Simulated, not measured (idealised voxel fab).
Proc. module: voxel self aligned contacts
cross-section cut | 295 nm wide | cells 5 nm
Bands, listed from the top down, are how a cross-section gets written in this document; the cross-section itself is a grid of square cells, and a band is one or more rows of them.
For a band, the entry starts with two heights in nm, that of the top and then that of the bottom, and carries on with the band's materials in order from left to right, each alongside its width in nm; the word "full width" beside a single material means it fills the band edge to edge, and "air" means empty space.
For the purposes of this specification, 0 denotes the height below which the wafer in its as-received condition is composed wholly of one material, and the lowermost band, lacking a lower limit, extends downward without end, as expressed in "0 -> down".
The notation "30->40" denotes a width that varies across the rows of cells in the band, beginning at the first number in the top row, finishing at the second number in the bottom row, and changing by an identical amount from each row to the next.
Step marked "all unchanged"? Then no cell in the cross-section changed in it.
"Sealed voids" enumerates empty spaces isolated from the top, with no open way to it, that contain at least 8 cells, giving each as width x height at distance from the left edge, all three in nm.
Past the settings on a step's line: simulator remark, on that step.
overlay nm, on a step with a mask: how far to the right of its planned place the mask lay; to the left if negative
For the reader: what remains of this document is a series of pairs, each showing a cross-section before one process step and a cross-section after that step which reaches down only to the lowest band that changed, with the step between them and its settings set out under the pair. It should not be assumed that a pair continues from the pair above it; the pairs can come from different runs of this module on the same starting wafer, and such continuity exists only where the entry headed "Prior to step" says so.
Prior to step
    60 -> 50: aC full width
    50 -> 30: SiN full width
    30 -> 0: polySi full width
    0 -> -5: SiO2 full width
    -5 -> down: Si full width
    Sealed voids: none
Post-Step Section View
    85 -> 60: air 90 nm  resist 25 nm  air 25 nm  resist 25 nm  air 25 nm  resist 25 nm  air 80 nm
    Beneath the level 60, the cross-section is identical to its previous state.
    Sealed voids: none
What step was run between the cross-section before it and the cross-section after it, both above? PATTERN,tone cover,mask id GATE,material resist,width nm 25,pitch nm 50,thk nm 25,overlay nm 5
Prior to step: per the after cross-section of the pair just above.
Post-Step Section View
    75 -> 60: air 90 nm  resist 25 nm  air 25 nm  resist 25 nm  air 25 nm  resist 25 nm  air 80 nm
    60 -> 50: air 90 nm  aC 25 nm  air 25 nm  aC 25 nm  air 25 nm  aC 25 nm  air 80 nm
    Beneath the level 50, the cross-section is identical to its previous state.
    Sealed voids: none
What step was run between the cross-section before it and the cross-section after it, both above? DIRECTIONAL_ETCH,etch materials aC,depth nm 10
Prior to step: per the after cross-section of the pair just above.
Post-Step Section View
    60 -> 50: air 90 nm  aC 25 nm  air 25 nm  aC 25 nm  air 25 nm  aC 25 nm  air 80 nm
    Beneath the level 50, the cross-section is identical to its previous state.
    Sealed voids: none
What step was run between the cross-section before it and the cross-section after it, both above? STRIP,etch materials resist
Prior to step: per the after cross-section of the pair just above.
Post-Step Section View
    60 -> 50: air 90 nm  aC 25 nm  air 25 nm  aC 25 nm  air 25 nm  aC 25 nm  air 80 nm
    50 -> 30: air 90 nm  SiN 25 nm  air 25 nm  SiN 25 nm  air 25 nm  SiN 25 nm  air 80 nm
    Beneath the level 30, the cross-section is identical to its previous state.
    Sealed voids: none
What step was run between the cross-section before it and the cross-section after it, both above? DIRECTIONAL_ETCH,etch materials SiN,depth nm 20
Prior to step: per the after cross-section of the pair just above.
Post-Step Section View
    60 -> 50: air 90 nm  aC 25 nm  air 25 nm  aC 25 nm  air 25 nm  aC 25 nm  air 80 nm
    50 -> 30: air 90 nm  SiN 25 nm  air 25 nm  SiN 25 nm  air 25 nm  SiN 25 nm  air 80 nm
    30 -> 0: air 90 nm  polySi 25 nm  air 25 nm  polySi 25 nm  air 25 nm  polySi 25 nm  air 80 nm
    Beneath the level 0, the cross-section is identical to its previous state.
    Sealed voids: none
What step was run between the cross-section before it and the cross-section after it, both above? DIRECTIONAL_ETCH,etch materials polySi,depth nm 30
Prior to step: per the after cross-section of the pair just above.
Post-Step Section View
    50 -> 30: air 90 nm  SiN 25 nm  air 25 nm  SiN 25 nm  air 25 nm  SiN 25 nm  air 80 nm
    Beneath the level 30, the cross-section is identical to its previous state.
    Sealed voids: none
What step was run between the cross-section before it and the cross-section after it, both above? STRIP,etch materials aC
Prior to step: per the after cross-section of the pair just above.
Post-Step Section View
    55 -> 30: air 85 nm  SiN 35 nm  air 15 nm  SiN 35 nm  air 15 nm  SiN 35 nm  air 75 nm
    30 -> 5: air 85 nm  SiN 5 nm  polySi 25 nm  SiN 5 nm  air 15 nm  SiN 5 nm  polySi 25 nm  SiN 5 nm  air 15 nm  SiN 5 nm  polySi 25 nm  SiN 5 nm  air 75 nm
    5 -> 0: SiN 90 nm  polySi 25 nm  SiN 25 nm  polySi 25 nm  SiN 25 nm  polySi 25 nm  SiN 80 nm
    Beneath the level 0, the cross-section is identical to its previous state.
    Sealed voids: none
What step was run between the cross-section before it and the cross-section after it, both above? CONFORMAL_DEP,material SiN,thk nm 5
Prior to step: per the after cross-section of the pair just above.
Post-Step Section View
    50 -> 30: air 85 nm  SiN 35 nm  air 15 nm  SiN 35 nm  air 15 nm  SiN 35 nm  air 75 nm
    30 -> 0: air 85 nm  SiN 5 nm  polySi 25 nm  SiN 5 nm  air 15 nm  SiN 5 nm  polySi 25 nm  SiN 5 nm  air 15 nm  SiN 5 nm  polySi 25 nm  SiN 5 nm  air 75 nm
    Beneath the level 0, the cross-section is identical to its previous state.
    Sealed voids: none
What step was run between the cross-section before it and the cross-section after it, both above? DIRECTIONAL_ETCH,etch materials SiN,depth nm 5
Prior to step: per the after cross-section of the pair just above.
Post-Step Section View
    65 -> 50: SiO2 full width
    50 -> 30: SiO2 85 nm  SiN 35 nm  SiO2 15 nm  SiN 35 nm  SiO2 15 nm  SiN 35 nm  SiO2 75 nm
    30 -> 0: SiO2 85 nm  SiN 5 nm  polySi 25 nm  SiN 5 nm  SiO2 15 nm  SiN 5 nm  polySi 25 nm  SiN 5 nm  SiO2 15 nm  SiN 5 nm  polySi 25 nm  SiN 5 nm  SiO2 75 nm
    Beneath the level 0, the cross-section is identical to its previous state.
    Sealed voids: none
What step was run between the cross-section before it and the cross-section after it, both above? FILL_DEP,material SiO2,thk nm 15
Prior to step: per the after cross-section of the pair just above.
Post-Step Section View
    60 -> 50: SiO2 full width
    Beneath the level 50, the cross-section is identical to its previous state.
    Sealed voids: none
What step was run between the cross-section before it and the cross-section after it, both above? CMP,height nm 60
Prior to step: per the after cross-section of the pair just above.
Post-Step Section View
    75 -> 60: aC full width
    Beneath the level 60, the cross-section is identical to its previous state.
    Sealed voids: none
What step was run between the cross-section before it and the cross-section after it, both above? DIRECTIONAL_DEP,material aC,thk nm 15
Prior to step: per the after cross-section of the pair just above.
Post-Step Section View
    105 -> 75: resist 105 nm  air 35 nm  resist 15 nm  air 35 nm  resist 105 nm
    Beneath the level 75, the cross-section is identical to its previous state.
    Sealed voids: none
What step was run between the cross-section before it and the cross-section after it, both above? PATTERN,tone open,mask id CONTACT,material resist,width nm 35,pitch nm 50,thk nm 30,overlay nm 0
Prior to step: per the after cross-section of the pair just above.
Post-Step Section View
    90 -> 75: resist 105 nm  air 35 nm  resist 15 nm  air 35 nm  resist 105 nm
    75 -> 60: aC 105 nm  air 35 nm  aC 15 nm  air 35 nm  aC 105 nm
    Beneath the level 60, the cross-section is identical to its previous state.
    Sealed voids: none
What step was run between the cross-section before it and the cross-section after it, both above? DIRECTIONAL_ETCH,etch materials aC,depth nm 15
Prior to step: per the after cross-section of the pair just above.
Post-Step Section View
    75 -> 60: aC 105 nm  air 35 nm  aC 15 nm  air 35 nm  aC 105 nm
    Beneath the level 60, the cross-section is identical to its previous state.
    Sealed voids: none
What step was run between the cross-section before it and the cross-section after it, both above? STRIP,etch materials resist
Prior to step: per the after cross-section of the pair just above.
Post-Step Section View
    75 -> 60: aC 105 nm  air 35 nm  aC 15 nm  air 35 nm  aC 105 nm
    60 -> 50: SiO2 105 nm  air 35 nm  SiO2 15 nm  air 35 nm  SiO2 105 nm
    50 -> 30: SiO2 85 nm  SiN 35 nm  air 15 nm  SiN 35 nm  air 15 nm  SiN 35 nm  SiO2 75 nm
    30 -> 0: SiO2 85 nm  SiN 5 nm  polySi 25 nm  SiN 5 nm  air 15 nm  SiN 5 nm  polySi 25 nm  SiN 5 nm  air 15 nm  SiN 5 nm  polySi 25 nm  SiN 5 nm  SiO2 75 nm
    0 -> -5: SiO2 120 nm  air 15 nm  SiO2 35 nm  air 15 nm  SiO2 110 nm
    Beneath the level -5, the cross-section is identical to its previous state.
    Sealed voids: none
What step was run between the cross-section before it and the cross-section after it, both above? DIRECTIONAL_ETCH,etch materials SiO2,depth nm 65
Prior to step: per the after cross-section of the pair just above.
Post-Step Section View
    60 -> 50: SiO2 105 nm  air 35 nm  SiO2 15 nm  air 35 nm  SiO2 105 nm
    Beneath the level 50, the cross-section is identical to its previous state.
    Sealed voids: none
What step was run between the cross-section before it and the cross-section after it, both above? STRIP,etch materials aC
Prior to step: per the after cross-section of the pair just above.
Post-Step Section View
    65 -> 60: TiN 110 nm  air 25 nm  TiN 25 nm  air 25 nm  TiN 110 nm
    60 -> 50: SiO2 105 nm  TiN 5->20 nm  air 25->5 nm  TiN 5->10 nm  SiO2 15 nm  TiN 5->20 nm  air 25->5 nm  TiN 5->10 nm  SiO2 105 nm
    50 -> 30: SiO2 85 nm  SiN 35 nm  TiN 5 nm  air 5 nm  TiN 5 nm  SiN 35 nm  TiN 5 nm  air 5 nm  TiN 5 nm  SiN 35 nm  SiO2 75 nm
    30 -> 0: SiO2 85 nm  SiN 5 nm  polySi 25 nm  SiN 5 nm  TiN 5 nm  air 5 nm  TiN 5 nm  SiN 5 nm  polySi 25 nm  SiN 5 nm  TiN 5 nm  air 5 nm  TiN 5 nm  SiN 5 nm  polySi 25 nm  SiN 5 nm  SiO2 75 nm
    0 -> -5: SiO2 120 nm  TiN 15 nm  SiO2 35 nm  TiN 15 nm  SiO2 110 nm
    Beneath the level -5, the cross-section is identical to its previous state.
    Sealed voids: none
What step was run between the cross-section before it and the cross-section after it, both above? CONFORMAL_DEP,material TiN,thk nm 5
Prior to step: per the after cross-section of the pair just above.
Post-Step Section View
    70 -> 65: Ru full width
    65 -> 60: TiN 110 nm  Ru 25 nm  TiN 25 nm  Ru 25 nm  TiN 110 nm
    60 -> 50: SiO2 105 nm  TiN 5->20 nm  Ru 25->5 nm  TiN 5->10 nm  SiO2 15 nm  TiN 5->20 nm  Ru 25->5 nm  TiN 5->10 nm  SiO2 105 nm
    50 -> 30: SiO2 85 nm  SiN 35 nm  TiN 5 nm  Ru 5 nm  TiN 5 nm  SiN 35 nm  TiN 5 nm  Ru 5 nm  TiN 5 nm  SiN 35 nm  SiO2 75 nm
    30 -> 0: SiO2 85 nm  SiN 5 nm  polySi 25 nm  SiN 5 nm  TiN 5 nm  Ru 5 nm  TiN 5 nm  SiN 5 nm  polySi 25 nm  SiN 5 nm  TiN 5 nm  Ru 5 nm  TiN 5 nm  SiN 5 nm  polySi 25 nm  SiN 5 nm  SiO2 75 nm
    Beneath the level 0, the cross-section is identical to its previous state.
    Sealed voids: none
What step was run between the cross-section before it and the cross-section after it, both above? FILL_DEP,material Ru,thk nm 5
Prior to step: per the after cross-section of the pair just above.
Post-Step Section View
    60 -> 50: SiO2 105 nm  TiN 5->20 nm  Ru 25->5 nm  TiN 5->10 nm  SiO2 15 nm  TiN 5->20 nm  Ru 25->5 nm  TiN 5->10 nm  SiO2 105 nm
    Beneath the level 50, the cross-section is identical to its previous state.
    Sealed voids: none
What step was run between the cross-section before it and the cross-section after it, both above? CMP,height nm 60
Prior to step: per the after cross-section of the pair just above.
Post-Step Section View
    65 -> 60: SiN full width
    Beneath the level 60, the cross-section is identical to its previous state.
    Sealed voids: none
What step was run between the cross-section before it and the cross-section after it, both above? CONFORMAL_DEP,material SiN,thk nm 5
Prior to step
    50 -> 30: air 85 nm  SiN 25 nm  air 25 nm  SiN 25 nm  air 25 nm  SiN 25 nm  air 85 nm
    30 -> 0: air 85 nm  polySi 25 nm  air 25 nm  polySi 25 nm  air 25 nm  polySi 25 nm  air 85 nm
    0 -> -5: SiO2 full width
    -5 -> down: Si full width
    Sealed voids: none
Post-Step Section View
    55 -> 50: air 80 nm  SiO2 35 nm  air 15 nm  SiO2 35 nm  air 15 nm  SiO2 35 nm  air 80 nm
    50 -> 30: air 80 nm  SiO2 5 nm  SiN 25 nm  SiO2 5 nm  air 15 nm  SiO2 5 nm  SiN 25 nm  SiO2 5 nm  air 15 nm  SiO2 5 nm  SiN 25 nm  SiO2 5 nm  air 80 nm
    30 -> 5: air 80 nm  SiO2 5 nm  polySi 25 nm  SiO2 5 nm  air 15 nm  SiO2 5 nm  polySi 25 nm  SiO2 5 nm  air 15 nm  SiO2 5 nm  polySi 25 nm  SiO2 5 nm  air 80 nm
    5 -> 0: SiO2 85 nm  polySi 25 nm  SiO2 25 nm  polySi 25 nm  SiO2 25 nm  polySi 25 nm  SiO2 85 nm
    Beneath the level 0, the cross-section is identical to its previous state.
    Sealed voids: none
What step was run between the cross-section before it and the cross-section after it, both above? CONFORMAL_DEP,material SiO2,thk nm 5
Prior to step: per the after cross-section of the pair just above.
Post-Step Section View
    70 -> 50: SiO2 full width
    50 -> 30: SiO2 85 nm  SiN 25 nm  SiO2 25 nm  SiN 25 nm  SiO2 25 nm  SiN 25 nm  SiO2 85 nm
    30 -> 0: SiO2 85 nm  polySi 25 nm  SiO2 25 nm  polySi 25 nm  SiO2 25 nm  polySi 25 nm  SiO2 85 nm
    Beneath the level 0, the cross-section is identical to its previous state.
    Sealed voids: none
What step was run between the cross-section before it and the cross-section after it, both above? FILL_DEP,material SiO2,thk nm 15
Prior to step: per the after cross-section of the pair just above.
Post-Step Section View
    60 -> 50: SiO2 full width
    Beneath the level 50, the cross-section is identical to its previous state.
    Sealed voids: none
What step was run between the cross-section before it and the cross-section after it, both above? CMP,height nm 60
Prior to step: per the after cross-section of the pair just above.
Post-Step Section View
    75 -> 60: aC full width
    Beneath the level 60, the cross-section is identical to its previous state.
    Sealed voids: none
What step was run between the cross-section before it and the cross-section after it, both above? DIRECTIONAL_DEP,material aC,thk nm 15
Prior to step: per the after cross-section of the pair just above.
Post-Step Section View
    105 -> 75: resist 105 nm  air 35 nm  resist 15 nm  air 35 nm  resist 105 nm
    Beneath the level 75, the cross-section is identical to its previous state.
    Sealed voids: none
What step was run between the cross-section before it and the cross-section after it, both above? PATTERN,tone open,mask id CONTACT,material resist,width nm 35,pitch nm 50,thk nm 30,overlay nm 0
Prior to step: per the after cross-section of the pair just above.
Post-Step Section View
    90 -> 75: resist 105 nm  air 35 nm  resist 15 nm  air 35 nm  resist 105 nm
    75 -> 60: aC 105 nm  air 35 nm  aC 15 nm  air 35 nm  aC 105 nm
    Beneath the level 60, the cross-section is identical to its previous state.
    Sealed voids: none
What step was run between the cross-section before it and the cross-section after it, both above? DIRECTIONAL_ETCH,etch materials aC,depth nm 15
Prior to step: per the after cross-section of the pair just above.
Post-Step Section View
    75 -> 60: aC 105 nm  air 35 nm  aC 15 nm  air 35 nm  aC 105 nm
    Beneath the level 60, the cross-section is identical to its previous state.
    Sealed voids: none
What step was run between the cross-section before it and the cross-section after it, both above? STRIP,etch materials resist
Prior to step: per the after cross-section of the pair just above.
Post-Step Section View
    75 -> 60: aC 105 nm  air 35 nm  aC 15 nm  air 35 nm  aC 105 nm
    60 -> 50: SiO2 105 nm  air 35 nm  SiO2 15 nm  air 35 nm  SiO2 105 nm
    50 -> 30: SiO2 85 nm  SiN 25 nm  air 25 nm  SiN 25 nm  air 25 nm  SiN 25 nm  SiO2 85 nm
    30 -> 0: SiO2 85 nm  polySi 25 nm  air 25 nm  polySi 25 nm  air 25 nm  polySi 25 nm  SiO2 85 nm
    0 -> -5: SiO2 110 nm  air 25 nm  SiO2 25 nm  air 25 nm  SiO2 110 nm
    Beneath the level -5, the cross-section is identical to its previous state.
    Sealed voids: none
What step was run between the cross-section before it and the cross-section after it, both above? DIRECTIONAL_ETCH,etch materials SiO2,depth nm 65
Prior to step: per the after cross-section of the pair just above.
Post-Step Section View
    60 -> 50: SiO2 105 nm  air 35 nm  SiO2 15 nm  air 35 nm  SiO2 105 nm
    Beneath the level 50, the cross-section is identical to its previous state.
    Sealed voids: none
What step was run between the cross-section before it and the cross-section after it, both above? STRIP,etch materials aC
Prior to step: per the after cross-section of the pair just above.
Post-Step Section View
    65 -> 60: TiN 110 nm  air 25 nm  TiN 25 nm  air 25 nm  TiN 110 nm
    60 -> 50: SiO2 105 nm  TiN 5->10 nm  air 25->15 nm  TiN 5->10 nm  SiO2 15 nm  TiN 5->10 nm  air 25->15 nm  TiN 5->10 nm  SiO2 105 nm
    50 -> 30: SiO2 85 nm  SiN 25 nm  TiN 5 nm  air 15 nm  TiN 5 nm  SiN 25 nm  TiN 5 nm  air 15 nm  TiN 5 nm  SiN 25 nm  SiO2 85 nm
    30 -> 0: SiO2 85 nm  polySi 25 nm  TiN 5 nm  air 15 nm  TiN 5 nm  polySi 25 nm  TiN 5 nm  air 15 nm  TiN 5 nm  polySi 25 nm  SiO2 85 nm
    0 -> -5: SiO2 110 nm  TiN 25 nm  SiO2 25 nm  TiN 25 nm  SiO2 110 nm
    Beneath the level -5, the cross-section is identical to its previous state.
    Sealed voids: none
What step was run between the cross-section before it and the cross-section after it, both above? CONFORMAL_DEP,material TiN,thk nm 5
Prior to step: per the after cross-section of the pair just above.
Post-Step Section View
    70 -> 65: Ru full width
    65 -> 60: TiN 110 nm  Ru 25 nm  TiN 25 nm  Ru 25 nm  TiN 110 nm
    60 -> 50: SiO2 105 nm  TiN 5->10 nm  Ru 25->15 nm  TiN 5->10 nm  SiO2 15 nm  TiN 5->10 nm  Ru 25->15 nm  TiN 5->10 nm  SiO2 105 nm
    50 -> 30: SiO2 85 nm  SiN 25 nm  TiN 5 nm  Ru 15 nm  TiN 5 nm  SiN 25 nm  TiN 5 nm  Ru 15 nm  TiN 5 nm  SiN 25 nm  SiO2 85 nm
    30 -> 0: SiO2 85 nm  polySi 25 nm  TiN 5 nm  Ru 15 nm  TiN 5 nm  polySi 25 nm  TiN 5 nm  Ru 15 nm  TiN 5 nm  polySi 25 nm  SiO2 85 nm
    Beneath the level 0, the cross-section is identical to its previous state.
    Sealed voids: none
What step was run between the cross-section before it and the cross-section after it, both above? FILL_DEP,material Ru,thk nm 5
Prior to step: per the after cross-section of the pair just above.
Post-Step Section View
    60 -> 50: SiO2 105 nm  TiN 5->10 nm  Ru 25->15 nm  TiN 5->10 nm  SiO2 15 nm  TiN 5->10 nm  Ru 25->15 nm  TiN 5->10 nm  SiO2 105 nm
    Beneath the level 50, the cross-section is identical to its previous state.
    Sealed voids: none
What step was run between the cross-section before it and the cross-section after it, both above? CMP,height nm 60
Prior to step: per the after cross-section of the pair just above.
Post-Step Section View
    65 -> 60: SiN full width
    Beneath the level 60, the cross-section is identical to its previous state.
    Sealed voids: none
What step was run between the cross-section before it and the cross-section after it, both above? CONFORMAL_DEP,material SiN,thk nm 5
Prior to step
    75 -> 60: aC full width
    60 -> 50: SiO2 full width
    50 -> 30: SiO2 80 nm  SiN 35 nm  SiO2 15 nm  SiN 35 nm  SiO2 15 nm  SiN 35 nm  SiO2 80 nm
    30 -> 0: SiO2 80 nm  SiN 5 nm  polySi 25 nm  SiN 5 nm  SiO2 15 nm  SiN 5 nm  polySi 25 nm  SiN 5 nm  SiO2 15 nm  SiN 5 nm  polySi 25 nm  SiN 5 nm  SiO2 80 nm
    0 -> -5: SiO2 full width
    -5 -> down: Si full width
    Sealed voids: none
Post-Step Section View
    105 -> 75: air 105 nm  resist 35 nm  air 15 nm  resist 35 nm  air 105 nm
    Beneath the level 75, the cross-section is identical to its previous state.
    Sealed voids: none
What step was run between the cross-section before it and the cross-section after it, both above? PATTERN,tone cover,mask id CONTACT,material resist,width nm 35,pitch nm 50,thk nm 30,overlay nm 0
Prior to step: per the after cross-section of the pair just above.
Post-Step Section View
    90 -> 75: air 105 nm  resist 35 nm  air 15 nm  resist 35 nm  air 105 nm
    75 -> 60: air 105 nm  aC 35 nm  air 15 nm  aC 35 nm  air 105 nm
    Beneath the level 60, the cross-section is identical to its previous state.
    Sealed voids: none
What step was run between the cross-section before it and the cross-section after it, both above? DIRECTIONAL_ETCH,etch materials aC,depth nm 15
Prior to step: per the after cross-section of the pair just above.
Post-Step Section View
    75 -> 60: air 105 nm  aC 35 nm  air 15 nm  aC 35 nm  air 105 nm
    Beneath the level 60, the cross-section is identical to its previous state.
    Sealed voids: none
What step was run between the cross-section before it and the cross-section after it, both above? STRIP,etch materials resist
Prior to step: per the after cross-section of the pair just above.
Post-Step Section View
    75 -> 60: air 105 nm  aC 35 nm  air 15 nm  aC 35 nm  air 105 nm
    60 -> 50: air 105 nm  SiO2 35 nm  air 15 nm  SiO2 35 nm  air 105 nm
    50 -> 30: air 80 nm  SiN 35 nm  SiO2 15 nm  SiN 35 nm  SiO2 15 nm  SiN 35 nm  air 80 nm
    30 -> 0: air 80 nm  SiN 5 nm  polySi 25 nm  SiN 5 nm  SiO2 15 nm  SiN 5 nm  polySi 25 nm  SiN 5 nm  SiO2 15 nm  SiN 5 nm  polySi 25 nm  SiN 5 nm  air 80 nm
    0 -> -5: air 80 nm  SiO2 135 nm  air 80 nm
    Beneath the level -5, the cross-section is identical to its previous state.
    Sealed voids: none
What step was run between the cross-section before it and the cross-section after it, both above? DIRECTIONAL_ETCH,etch materials SiO2,depth nm 65
Prior to step: per the after cross-section of the pair just above.
Post-Step Section View
    60 -> 50: air 105 nm  SiO2 35 nm  air 15 nm  SiO2 35 nm  air 105 nm
    Beneath the level 50, the cross-section is identical to its previous state.
    Sealed voids: none
What step was run between the cross-section before it and the cross-section after it, both above? STRIP,etch materials aC
Prior to step: per the after cross-section of the pair just above.
Post-Step Section View
    65 -> 60: air 100 nm  TiN 45 nm  air 5 nm  TiN 45 nm  air 100 nm
    60 -> 55: air 100 nm  TiN 5 nm  SiO2 35 nm  TiN 5 nm  air 5 nm  TiN 5 nm  SiO2 35 nm  TiN 5 nm  air 100 nm
    55 -> 50: air 75 nm  TiN 30 nm  SiO2 35 nm  TiN 15 nm  SiO2 35 nm  TiN 30 nm  air 75 nm
    50 -> 30: air 75 nm  TiN 5 nm  SiN 35 nm  SiO2 15 nm  SiN 35 nm  SiO2 15 nm  SiN 35 nm  TiN 5 nm  air 75 nm
    30 -> 0: air 75 nm  TiN 5 nm  SiN 5 nm  polySi 25 nm  SiN 5 nm  SiO2 15 nm  SiN 5 nm  polySi 25 nm  SiN 5 nm  SiO2 15 nm  SiN 5 nm  polySi 25 nm  SiN 5 nm  TiN 5 nm  air 75 nm
    0 -> -5: TiN 80 nm  SiO2 135 nm  TiN 80 nm
    Beneath the level -5, the cross-section is identical to its previous state.
    Sealed voids: none
What step was run between the cross-section before it and the cross-section after it, both above? CONFORMAL_DEP,material TiN,thk nm 5
Prior to step: per the after cross-section of the pair just above.
Post-Step Section View
    70 -> 65: Ru full width
    65 -> 60: Ru 100 nm  TiN 45 nm  Ru 5 nm  TiN 45 nm  Ru 100 nm
    60 -> 55: Ru 100 nm  TiN 5 nm  SiO2 35 nm  TiN 5 nm  Ru 5 nm  TiN 5 nm  SiO2 35 nm  TiN 5 nm  Ru 100 nm
    55 -> 50: Ru 75 nm  TiN 30 nm  SiO2 35 nm  TiN 15 nm  SiO2 35 nm  TiN 30 nm  Ru 75 nm
    50 -> 30: Ru 75 nm  TiN 5 nm  SiN 35 nm  SiO2 15 nm  SiN 35 nm  SiO2 15 nm  SiN 35 nm  TiN 5 nm  Ru 75 nm
    30 -> 0: Ru 75 nm  TiN 5 nm  SiN 5 nm  polySi 25 nm  SiN 5 nm  SiO2 15 nm  SiN 5 nm  polySi 25 nm  SiN 5 nm  SiO2 15 nm  SiN 5 nm  polySi 25 nm  SiN 5 nm  TiN 5 nm  Ru 75 nm
    Beneath the level 0, the cross-section is identical to its previous state.
    Sealed voids: none
What step was run between the cross-section before it and the cross-section after it, both above? FILL_DEP,material Ru,thk nm 5
Prior to step: per the after cross-section of the pair just above.
Post-Step Section View
    60 -> 55: Ru 100 nm  TiN 5 nm  SiO2 35 nm  TiN 5 nm  Ru 5 nm  TiN 5 nm  SiO2 35 nm  TiN 5 nm  Ru 100 nm
    Beneath the level 55, the cross-section is identical to its previous state.
    Sealed voids: none
What step was run between the cross-section before it and the cross-section after it, both above? CMP,height nm 60
Prior to step: per the after cross-section of the pair just above.
Post-Step Section View
    65 -> 60: SiN full width
    Beneath the level 60, the cross-section is identical to its previous state.
    Sealed voids: none
What step was run between the cross-section before it and the cross-section after it, both above? CONFORMAL_DEP,material SiN,thk nm 5
